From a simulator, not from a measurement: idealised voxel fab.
process module | voxel self aligned vias
cross-section cut | 285 nm wide | cells 5 nm
A cross-section is a grid of square cells, given in bands from the top down. A band is one or more rows of cells.
Each band's line starts with the height of the band's top and of its bottom, in nm. Then come its materials from left to right, each with its width in nm. One material with "throughout" fills the band from edge to edge. "air" is empty space.
Height 0 is the level under which the wafer as received is all one material. The lowest band goes on downwards, as in "0 down".
A width such as "30 to 40" changes by the same amount from each row of cells to the next, from the band's top row to its bottom row.
"no change" after a step means that no cell of the cross-section changed.
closed voids: empty space of 8 cells or more with no open way to the top, each as width x height at its distance from the left edge, in nm
after a step's settings: what the simulator itself notes on the step
overlay nm, on a step with a mask: how far to the right of its planned place the mask lay; to the left if negative
plan
1 op RECEIVE | material Si
2 op CONFORMAL_DEP | material SiO2 | thk nm 15
3 op CONFORMAL_DEP | material SiCN | thk nm 5
4 op DIRECTIONAL_DEP | material SiO2 | thk nm 20
5 op DIRECTIONAL_DEP | material aC | thk nm 15
6 op PATTERN | tone open | mask id LINES | material resist | width nm 20 | pitch nm 55 | thk nm 30 | overlay nm 0
7 op DIRECTIONAL_ETCH | etch materials aC | depth nm 15
8 op STRIP | etch materials resist
9 op DIRECTIONAL_ETCH | etch materials SiO2 | depth nm 20
10 op STRIP | etch materials aC
11 op CONFORMAL_DEP | material TiN | thk nm 5
12 op FILL_DEP | material Ru | thk nm 5
13 op CMP | height nm 40
14 op SELECTIVE_ETCH | etch materials W Ru TiN | depth nm 10
15 op FILL_DEP | material SiN | thk nm 10
16 op CMP | height nm 40
17 op DIRECTIONAL_DEP | material SiO2 | thk nm 20
18 op PATTERN | tone open | mask id VIAS | material resist | width nm 30 | thk nm 15 | overlay nm 0
19 op DIRECTIONAL_ETCH | etch materials SiO2 | depth nm 20
20 op DIRECTIONAL_ETCH | etch materials SiN | depth nm 10
21 op STRIP | etch materials resist
22 op CONFORMAL_DEP | material TiN | thk nm 5
23 op FILL_DEP | material Cu | thk nm 5
24 op CMP | height nm 60
25 op CONFORMAL_DEP | material SiCN | thk nm 5
as received, after step 1
  0 down: Si throughout
  closed voids: none
first wafer at the end, as planned
  65 to 60: SiCN throughout
  60 to 45: SiO2 100 | TiN 5 | Cu 20 | TiN 5 | SiO2 155
  45 to 40: SiO2 100 | TiN 10 | Cu 10 | TiN 10 | SiO2 155
  40 to 35: SiO2 105 | TiN 5 | Cu 10 | TiN 5 | SiO2 35 | SiN 20 | SiO2 105
  35 to 30: SiO2 105 | TiN 20 | SiO2 35 | SiN 20 | SiO2 105
  30 to 25: SiO2 105 | TiN 5 | Ru 10 | TiN 5 | SiO2 35 | TiN 5 | Ru 10 | TiN 5 | SiO2 105
  25 to 20: SiO2 105 | TiN 20 | SiO2 35 | TiN 20 | SiO2 105
  20 to 15: SiCN throughout
  15 to 0: SiO2 throughout
  0 down: Si throughout
  closed voids: none
second wafer at the end: like start, like plan, one mistake
  65 to 60: SiCN throughout
  60 to 45: SiO2 100 | TiN 5 | Cu 20 | TiN 5 | SiO2 155
  45 to 40: SiO2 100 | TiN 10 | Cu 10 | TiN 10 | SiO2 155
  40 to 35: SiO2 105 | TiN 5 | Cu 10 | TiN 5 | SiO2 35 | SiN 20 | SiO2 105
  35 to 30: SiO2 105 | TiN 20 | SiO2 35 | SiN 20 | SiO2 105
  30 to 25: SiO2 105 | TiN 5 | Ru 10 | TiN 5 | SiO2 35 | TiN 5 | Ru 10 | TiN 5 | SiO2 105
  25 to 20: SiO2 105 | TiN 20 | SiO2 35 | TiN 20 | SiO2 105
  20 to 15: Cu throughout
  15 to 0: SiO2 throughout
  0 down: Si throughout
  closed voids: none
what went wrong: step 3 ran as: op CONFORMAL_DEP | material Cu | thk nm 5
at the end the second wafer has, in cells: 57 more of Cu | 57 fewer of SiCN
